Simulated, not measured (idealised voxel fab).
The document below concerns the process module designated voxel air gaps.
For reference, the cross-section in this document is cut, with width 180 nm and square cells of 5 nm.
Heads up, the way a cross-section reads in here is a grid of square cells, handed over as bands from the top down, with every band being one or more rows of cells.
For a band, the entry starts with two heights in nm, that of the top and then that of the bottom, and carries on with the band's materials in order from left to right, each alongside its width in nm; the word "everywhere" beside a single material means it fills the band edge to edge, and "empty" means empty space.
Heights are measured from 0, the level below which the as-received wafer is all one material; the lowest band has no bottom and continues downward, written as in "from 0 down".
Width "30..40": first value at the band's top row of cells, second value at its bottom row, equal change from row to row.
Where the words "no change occurred" appear for a step, the cross-section shows no cell changed by that step; every cell remained as before.
What "Enclosed internal voids" gives you is every empty space of 8 cells or more that is cut off from the top. Each appears as width x height at distance, with the distance taken from the left edge and width, height and distance all in nm.
Where a step's line continues beyond its settings, the continuation is a remark by the simulator itself on that step.
"overlay nm", when on a step's line for a step with a mask, measures how far to the right of its planned place the mask lay; a negative measure means to the left.

Set out below are the planned steps of the process:
1) RECEIVE,material Si
2) CONFORMAL_DEP,material SiO2,thk nm 15
3) CONFORMAL_DEP,material SiN,thk nm 5
4) DIRECTIONAL_DEP,material SiO2,thk nm 40
5) PATTERN,tone open,mask id LINES,material resist,width nm 15,pitch nm 45,thk nm 20,overlay nm 0
6) DIRECTIONAL_ETCH,etch materials SiO2,depth nm 40
7) STRIP,etch materials resist
8) CONFORMAL_DEP,material TiN,thk nm 5
9) FILL_DEP,material W,thk nm 5
10) CMP,height nm 60
11) EPI,material Ru,thk nm 10
12) SELECTIVE_ETCH,etch materials SiO2,depth nm 50
13) CONFORMAL_DEP,material SiCN,thk nm 5

First wafer of two (run as planned):

Received-state cross-section, reflecting completion of step 1:
> from 0 down | Si everywhere
> Enclosed internal voids: none

Step 2 done - wafer cross-section:
> from 15 to 0 | SiO2 everywhere
> Below 0, the layers are the same as they were.

Step 3 done - wafer cross-section:
> from 20 to 15 | SiN everywhere
> Below 15, the layers are the same as they were.

Step 4 done - wafer cross-section:
> from 60 to 20 | SiO2 everywhere
> Below 20, the layers are the same as they were.

Step 5 done - wafer cross-section:
> from 80 to 60 | resist: 35, then empty: 15, then resist: 30, then empty: 15, then resist: 30, then empty: 15, then resist: 40
> Below 60, the layers are the same as they were.

Step 6 done - wafer cross-section:
> from 80 to 60 | resist: 35, then empty: 15, then resist: 30, then empty: 15, then resist: 30, then empty: 15, then resist: 40
> from 60 to 20 | SiO2: 35, then empty: 15, then SiO2: 30, then empty: 15, then SiO2: 30, then empty: 15, then SiO2: 40
> Below 20, the layers are the same as they were.

Step 7 done - wafer cross-section:
> from 60 to 20 | SiO2: 35, then empty: 15, then SiO2: 30, then empty: 15, then SiO2: 30, then empty: 15, then SiO2: 40
> Below 20, the layers are the same as they were.

Step 8 done - wafer cross-section:
> from 65 to 60 | TiN: 40, then empty: 5, then TiN: 40, then empty: 5, then TiN: 40, then empty: 5, then TiN: 45
> from 60 to 25 | SiO2: 35, then TiN: 5, then empty: 5, then TiN: 5, then SiO2: 30, then TiN: 5, then empty: 5, then TiN: 5, then SiO2: 30, then TiN: 5, then empty: 5, then TiN: 5, then SiO2: 40
> from 25 to 20 | SiO2: 35, then TiN: 15, then SiO2: 30, then TiN: 15, then SiO2: 30, then TiN: 15, then SiO2: 40
> Below 20, the layers are the same as they were.

Step 9 done - wafer cross-section:
> from 70 to 65 | W everywhere
> from 65 to 60 | TiN: 40, then W: 5, then TiN: 40, then W: 5, then TiN: 40, then W: 5, then TiN: 45
> from 60 to 25 | SiO2: 35, then TiN: 5, then W: 5, then TiN: 5, then SiO2: 30, then TiN: 5, then W: 5, then TiN: 5, then SiO2: 30, then TiN: 5, then W: 5, then TiN: 5, then SiO2: 40
> Below 25, the layers are the same as they were.

Step 10 done - wafer cross-section:
> from 60 to 25 | SiO2: 35, then TiN: 5, then W: 5, then TiN: 5, then SiO2: 30, then TiN: 5, then W: 5, then TiN: 5, then SiO2: 30, then TiN: 5, then W: 5, then TiN: 5, then SiO2: 40
> Below 25, the layers are the same as they were.

Step 11 done - wafer cross-section:
> from 70 to 60 | empty: 25, then Ru: 35, then empty: 10, then Ru: 35, then empty: 10, then Ru: 35, then empty: 30
> Below 60, the layers are the same as they were.

Step 12 done - wafer cross-section:
> from 70 to 60 | empty: 25, then Ru: 35, then empty: 10, then Ru: 35, then empty: 10, then Ru: 35, then empty: 30
> from 60 to 25 | empty: 35, then TiN: 5, then W: 5, then TiN: 5, then empty: 30, then TiN: 5, then W: 5, then TiN: 5, then empty: 30, then TiN: 5, then W: 5, then TiN: 5, then empty: 40
> from 25 to 20 | empty: 35, then TiN: 15, then empty: 30, then TiN: 15, then empty: 30, then TiN: 15, then empty: 40
> Below 20, the layers are the same as they were.

Step 13 done - wafer cross-section:
> from 75 to 70 | empty: 20, then SiCN: 135, then empty: 25
> from 70 to 60 | empty: 20, then SiCN: 5, then Ru: 35, then SiCN: 10, then Ru: 35, then SiCN: 10, then Ru: 35, then SiCN: 5, then empty: 25
> from 60 to 55 | empty: 20, then SiCN: 15, then TiN: 5, then W: 5, then TiN: 5, then SiCN: 30, then TiN: 5, then W: 5, then TiN: 5, then SiCN: 30, then TiN: 5, then W: 5, then TiN: 5, then SiCN: 15, then empty: 25
> from 55 to 25 | empty: 30, then SiCN: 5, then TiN: 5, then W: 5, then TiN: 5, then SiCN: 5, then empty: 20, then SiCN: 5, then TiN: 5, then W: 5, then TiN: 5, then SiCN: 5, then empty: 20, then SiCN: 5, then TiN: 5, then W: 5, then TiN: 5, then SiCN: 5, then empty: 35
> from 25 to 20 | SiCN: 35, then TiN: 15, then SiCN: 30, then TiN: 15, then SiCN: 30, then TiN: 15, then SiCN: 40
> Below 20, the layers are the same as they were.
> Enclosed internal voids: 20 x 30 at 55; 20 x 30 at 100

Wafer two: like wafer one in start and plan, but with one mistake in execution; identical up to and including step 12:

Cross-section of the second wafer corresponding to the planned conclusion of step 13: no change occurred
In executing the process, a mistake was made relative to the plan: the run left out plan step 13 entirely, so it was never executed
The final cell counts differ between the wafers, with the second having more or fewer of some materials than the first: 120 fewer of SiCN
At the end, the first wafer has 2 closed voids and the second wafer has 0.
